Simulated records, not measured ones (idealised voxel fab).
Title: Process Module voxel released beams
cross-section cut | 260 nm wide | cells 5 nm
In what follows, cross-sections appear as grids of square cells, described through bands that run from the top down, where every band is one or more rows of cells. Look at the band entry: it leads with the top's height and the bottom's height in nm. Then it lists the materials left to right, with a width in nm for each. The word "all across" on a single material says that material fills the band edge to edge. The word "air" is empty space. All heights in this document are referenced to 0, defined as the level beneath which the wafer, as received, consists entirely of one material. The lowest band is not bounded below; it extends indefinitely downward and is written in the form "from 0 down". The two numbers in a width such as "30->40" mark its ends across the band: the first belongs to the top row of cells, the second to the bottom row, and from each row to the next the width moves by the same amount. The designation "left unchanged", where it is given for a processing step, indicates that no cell of the cross-section was altered in the course of that step. Empty spaces counting at least 8 cells and having no open way to the top are listed in "Unvented cavities". The notation width x height at distance is used for each, the distance being from the left edge and all three values in nm. Where a step's line continues beyond its settings, the continuation is a remark by the simulator itself on that step. On any step carrying a mask, the "overlay nm" setting, if present on the step's line, tells how far right of its planned place the mask lay; negative values point to the left. In what follows, pairs of cross-sections are presented, each taken before and after one process step, with the after cross-section shown only down to the lowest band that was altered; the step, together with its settings, is stated below the pair. The pairs may stem from different runs of this module on the same starting wafer; accordingly, a pair should be taken as continuing from the one above it solely where its entry headed "Before the step" indicates as much.

BEFORE THE STEP
* from 45 to 30 = resist: 85 / air: 45 / resist: 130
* from 30 to 10 = SiO2: 85 / air: 45 / SiO2: 130
* from 10 to 0 = polySi all across
* from 0 down = Si all across
* Unvented cavities: none

POST-STEP GEOMETRY
* from 30 to 10 = SiO2: 85 / air: 45 / SiO2: 130
* Unchanged below 10.
* Unvented cavities: none
Quick note on the step between the two cross-sections above: STRIP, etch materials resist

Before the step: For the state before this step, see the after cross-section of the pair located directly above.

POST-STEP GEOMETRY
* from 45 to 30 = polySi: 100 / air: 15 / polySi: 145
* from 30 to 25 = SiO2: 85 / polySi: 15 / air: 15 / polySi: 15 / SiO2: 130
* from 25 to 10 = SiO2: 85 / polySi: 45 / SiO2: 130
* Unchanged below 10.
* Unvented cavities: none
Quick note on the step between the two cross-sections above: CONFORMAL_DEP, material polySi, thk nm 15

Before the step: For the state before this step, see the after cross-section of the pair located directly above.

POST-STEP GEOMETRY
* from 55 to 45 = aC: 100 / air: 15 / aC: 145
* from 45 to 35 = polySi: 100 / air: 15 / polySi: 145
* from 35 to 30 = polySi: 100 / aC: 15 / polySi: 145
* from 30 to 25 = SiO2: 85 / polySi: 15 / aC: 15 / polySi: 15 / SiO2: 130
* Unchanged below 25.
* Unvented cavities: none
Quick note on the step between the two cross-sections above: DIRECTIONAL_DEP, material aC, thk nm 10

Before the step: For the state before this step, see the after cross-section of the pair located directly above.

POST-STEP GEOMETRY
* from 80 to 55 = air: 80 / resist: 95 / air: 85
* from 55 to 45 = aC: 100 / resist: 15 / aC: 145
* from 45 to 35 = polySi: 100 / resist: 15 / polySi: 145
* Unchanged below 35.
* Unvented cavities: none
Quick note on the step between the two cross-sections above: PATTERN, tone cover, mask id BEAM, material resist, width nm 95, thk nm 25, overlay nm 0

Before the step: For the state before this step, see the after cross-section of the pair located directly above.

POST-STEP GEOMETRY
* from 70 to 55 = air: 80 / resist: 95 / air: 85
* from 55 to 45 = air: 80 / aC: 20 / resist: 15 / aC: 60 / air: 85
* Unchanged below 45.
* Unvented cavities: none
Quick note on the step between the two cross-sections above: DIRECTIONAL_ETCH, etch materials aC, depth nm 10

Before the step: For the state before this step, see the after cross-section of the pair located directly above.

POST-STEP GEOMETRY
* from 55 to 45 = air: 80 / aC: 20 / air: 15 / aC: 60 / air: 85
* from 45 to 35 = polySi: 100 / air: 15 / polySi: 145
* Unchanged below 35.
* Unvented cavities: none
Quick note on the step between the two cross-sections above: STRIP, etch materials resist

Before the step: For the state before this step, see the after cross-section of the pair located directly above.

POST-STEP GEOMETRY
* from 55 to 45 = air: 80 / aC: 20 / air: 15 / aC: 60 / air: 85
* from 45 to 35 = air: 80 / polySi: 20 / air: 15 / polySi: 60 / air: 85
* from 35 to 30 = air: 80 / polySi: 20 / aC: 15 / polySi: 60 / air: 85
* Unchanged below 30.
* Unvented cavities: none
Quick note on the step between the two cross-sections above: DIRECTIONAL_ETCH, etch materials polySi, depth nm 15

Before the step: For the state before this step, see the after cross-section of the pair located directly above.

POST-STEP GEOMETRY
* from 45 to 30 = air: 80 / polySi: 20 / air: 15 / polySi: 60 / air: 85
* from 30 to 25 = SiO2: 85 / polySi: 15 / air: 15 / polySi: 15 / SiO2: 130
* Unchanged below 25.
* Unvented cavities: none
Quick note on the step between the two cross-sections above: STRIP, etch materials aC

Before the step: For the state before this step, see the after cross-section of the pair located directly above.

POST-STEP GEOMETRY
* from 45 to 30 = air: 80 / polySi: 20 / air: 15 / polySi: 60 / air: 85
* from 30 to 25 = air: 85 / polySi: 15 / air: 15 / polySi: 15 / air: 130
* from 25 to 10 = air: 85 / polySi: 45 / air: 130
* Unchanged below 10.
* Unvented cavities: none
Quick note on the step between the two cross-sections above: STRIP, etch materials SiO2

BEFORE THE STEP
* from 30 to 10 = SiO2 all across
* from 10 to 0 = SiN all across
* from 0 down = Si all across
* Unvented cavities: none

POST-STEP GEOMETRY
* from 45 to 30 = air: 85 / resist: 45 / air: 130
* Unchanged below 30.
* Unvented cavities: none
Quick note on the step between the two cross-sections above: PATTERN, tone cover, mask id ANCHOR, material resist, width nm 45, thk nm 15, overlay nm 0

Before the step: For the state before this step, see the after cross-section of the pair located directly above.

POST-STEP GEOMETRY
* from 45 to 30 = air: 85 / resist: 45 / air: 130
* from 30 to 10 = air: 85 / SiO2: 45 / air: 130
* Unchanged below 10.
* Unvented cavities: none
Quick note on the step between the two cross-sections above: DIRECTIONAL_ETCH, etch materials SiO2, depth nm 20

Before the step: For the state before this step, see the after cross-section of the pair located directly above.

POST-STEP GEOMETRY
* from 30 to 10 = air: 85 / SiO2: 45 / air: 130
* Unchanged below 10.
* Unvented cavities: none
Quick note on the step between the two cross-sections above: STRIP, etch materials resist

Before the step: For the state before this step, see the after cross-section of the pair located directly above.

POST-STEP GEOMETRY
* from 45 to 30 = air: 70 / polySi: 75 / air: 115
* from 30 to 25 = air: 70 / polySi: 15 / SiO2: 45 / polySi: 15 / air: 115
* from 25 to 10 = polySi: 85 / SiO2: 45 / polySi: 130
* Unchanged below 10.
* Unvented cavities: none
Quick note on the step between the two cross-sections above: CONFORMAL_DEP, material polySi, thk nm 15

Before the step: For the state before this step, see the after cross-section of the pair located directly above.

POST-STEP GEOMETRY
* from 55 to 45 = air: 70 / aC: 75 / air: 115
* from 45 to 35 = air: 70 / polySi: 75 / air: 115
* from 35 to 30 = aC: 70 / polySi: 75 / aC: 115
* from 30 to 25 = aC: 70 / polySi: 15 / SiO2: 45 / polySi: 15 / aC: 115
* Unchanged below 25.
* Unvented cavities: none
Quick note on the step between the two cross-sections above: DIRECTIONAL_DEP, material aC, thk nm 10

Before the step: For the state before this step, see the after cross-section of the pair located directly above.

POST-STEP GEOMETRY
* from 80 to 55 = air: 80 / resist: 95 / air: 85
* from 55 to 45 = air: 70 / aC: 75 / resist: 30 / air: 85
* from 45 to 35 = air: 70 / polySi: 75 / resist: 30 / air: 85
* Unchanged below 35.
* Unvented cavities: none
Quick note on the step between the two cross-sections above: PATTERN, tone cover, mask id BEAM, material resist, width nm 95, thk nm 25, overlay nm 0

Before the step: For the state before this step, see the after cross-section of the pair located directly above.

POST-STEP GEOMETRY
* from 70 to 55 = air: 80 / resist: 95 / air: 85
* from 55 to 45 = air: 80 / aC: 65 / resist: 30 / air: 85
* from 45 to 35 = air: 70 / polySi: 75 / resist: 30 / air: 85
* from 35 to 30 = air: 70 / polySi: 75 / aC: 30 / air: 85
* from 30 to 25 = air: 70 / polySi: 15 / SiO2: 45 / polySi: 15 / aC: 30 / air: 85
* Unchanged below 25.
* Unvented cavities: none
Quick note on the step between the two cross-sections above: DIRECTIONAL_ETCH, etch materials aC, depth nm 10

Before the step: For the state before this step, see the after cross-section of the pair located directly above.

POST-STEP GEOMETRY
* from 55 to 45 = air: 80 / aC: 65 / air: 115
* from 45 to 35 = air: 70 / polySi: 75 / air: 115
* Unchanged below 35.
* Unvented cavities: none
Quick note on the step between the two cross-sections above: STRIP, etch materials resist

Before the step: For the state before this step, see the after cross-section of the pair located directly above.

POST-STEP GEOMETRY
* from 55 to 45 = air: 80 / aC: 65 / air: 115
* from 45 to 35 = air: 80 / polySi: 65 / air: 115
* from 35 to 30 = air: 80 / polySi: 65 / aC: 30 / air: 85
* from 30 to 25 = air: 70 / polySi: 15 / SiO2: 45 / polySi: 15 / aC: 30 / air: 85
* from 25 to 10 = air: 70 / polySi: 15 / SiO2: 45 / polySi: 45 / air: 85
* Unchanged below 10.
* Unvented cavities: none
Quick note on the step between the two cross-sections above: DIRECTIONAL_ETCH, etch materials polySi, depth nm 15

Before the step: For the state before this step, see the after cross-section of the pair located directly above.

POST-STEP GEOMETRY
* from 45 to 30 = air: 80 / polySi: 65 / air: 115
* from 30 to 25 = air: 70 / polySi: 15 / SiO2: 45 / polySi: 15 / air: 115
* Unchanged below 25.
* Unvented cavities: none
Quick note on the step between the two cross-sections above: STRIP, etch materials aC
